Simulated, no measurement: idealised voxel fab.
The process module presented herein is designated voxel fin reveal.
Shown is cross-section cut, with a width of 160 nm and square cells of size 5 nm.
Square cells in a grid make up a cross-section in this document, and the grid is given as bands, listed from the top down, each one or more rows of cells.
Band entry format. Leading values: height of top, height of bottom, nm. Remainder: materials in left-to-right order, each with its width in nm. Special words: "full width" on a single material, which then fills the band edge to edge; "empty", empty space.
For the purposes of this specification, 0 denotes the height below which the wafer in its as-received condition is composed wholly of one material, and the lowermost band, lacking a lower limit, extends downward without end, as expressed in "z 0 and below".
The two numbers in a width such as "30..40" mark its ends across the band: the first belongs to the top row of cells, the second to the bottom row, and from each row to the next the width moves by the same amount.
When a step is marked "changes: none", none of the cells in the cross-section changed during that step.
Reported under the label "Closed voids list" are the empty spaces having no open way to the top and comprising 8 cells or more; the notation for each is width x height at distance, in which the distance is measured from the left edge and all three values are in nm.
Text after the settings on a step's line: the simulator's own remark on that step.
Each step line may optionally specify "overlay nm", which for a step with a mask gives the rightward distance between the mask's planned place and where it lay, a negative value indicating the leftward direction.
### The process steps that were planned are listed below
1. op RECEIVE | material Si
2. op CONFORMAL_DEP | material SiN | thk nm 10
3. op PATTERN | tone cover | mask id FINS | material resist | width nm 15 | pitch nm 40 | thk nm 20 | overlay nm 0
4. op DIRECTIONAL_ETCH | etch materials SiN | depth nm 10
5. op DIRECTIONAL_ETCH | etch materials Si | depth nm 30
6. op STRIP | etch materials resist
7. op OXIDIZE | depth nm 5
8. op FILL_DEP | material SiO2 | thk nm 5
9. op CMP | height nm 10
10. op SELECTIVE_ETCH | etch materials SiO2 | depth nm 25
11. op STRIP | etch materials SiN
12. op CONFORMAL_DEP | material HfO2 | thk nm 5
### Incoming wafer, cross-sectional view, post step 1
> z 0 and below | Si full width
> Closed voids list: none
### Final cross-section, module run with one mistake (start and plan as above)
> z 0 to -15 | 35 nm empty, 5 nm Si, 35 nm empty, 5 nm Si, 35 nm empty, 5 nm Si, 40 nm empty
> z -15 to -35 | 35 nm SiO2, 5 nm Si, 35 nm SiO2, 5 nm Si, 35 nm SiO2, 5 nm Si, 40 nm SiO2
> z -35 and below | Si full width
> Closed voids list: none
Which mistake was made when the wafer was run? the plan's step 12 was left out and never carried out
